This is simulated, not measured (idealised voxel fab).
A process module follows: voxel fin reveal.
This is section cut - it's 245 nm across, gridded in 5 nm square cells.
For the purposes of this document, a cross-section shall be understood as a grid of square cells, specified as bands listed in top-to-bottom order, each band consisting of one or more rows of cells.
Per band: top height and bottom height in nm, followed by the left-to-right materials and their widths in nm; "throughout" marks a single material spanning edge to edge, "empty" marks empty space.
Height 0 is the level under which the wafer as received is all one material. The lowest band goes on downwards, as in "0 nm and below".
The width entry "30..40" should be interpreted row by row: the top row of cells in the band takes the first number, the bottom row takes the second number, and the change between adjacent rows is uniform throughout.
Where a step carries "nothing different", the cross-section came out of it unchanged, cell for cell.
Listed in "closed voids": every empty space of 8 or more cells without an open way to the top. Form: width x height at distance, the distance being from the left edge, all in nm.
It should be noted that, on the line of a given step, the content following the step's settings is a remark produced by the simulator itself with respect to that step.
When a step includes a mask, the "overlay nm" setting on its line states how far to the right of its planned place that mask lay, and negative values state how far to the left.
-- These are the steps we planned for the process
1 RECEIVE, material Si
2 CONFORMAL_DEP, material SiN, thk nm 10
3 DIRECTIONAL_DEP, material aC, thk nm 15
4 PATTERN, tone cover, mask id FINS, material resist, width nm 15, pitch nm 45, thk nm 30, overlay nm 0
5 DIRECTIONAL_ETCH, etch materials aC, depth nm 15
6 STRIP, etch materials resist
7 DIRECTIONAL_ETCH, etch materials SiN, depth nm 10
8 DIRECTIONAL_ETCH, etch materials Si, depth nm 30
9 STRIP, etch materials aC
10 FILL_DEP, material SiO2, thk nm 10
11 CMP, height nm 10
12 SELECTIVE_ETCH, etch materials SiO2, depth nm 20
13 STRIP, etch materials SiN
14 CONFORMAL_DEP, material SiO2, thk nm 5
-- Wafer as received: cross-section following step 1
  0 nm and below | Si throughout
  closed voids: none
-- Starting wafer: above. Plan: above. Run: one mistake. Cross-section after the module: below
  5 nm to 0 nm | empty 85 | SiO2 25 | empty 20 | SiO2 25 | empty 90
  0 nm to -5 nm | empty 85 | SiO2 5 | Si 15 | SiO2 5 | empty 20 | SiO2 5 | Si 15 | SiO2 5 | empty 90
  -5 nm to -20 nm | SiO2 90 | Si 15 | SiO2 30 | Si 15 | SiO2 95
  -20 nm and below | Si throughout
  closed voids: none
Want to know what went wrong? so step 8 ended up running with a different setting than we planned, it ran as DIRECTIONAL_ETCH, etch materials Si, depth nm 20
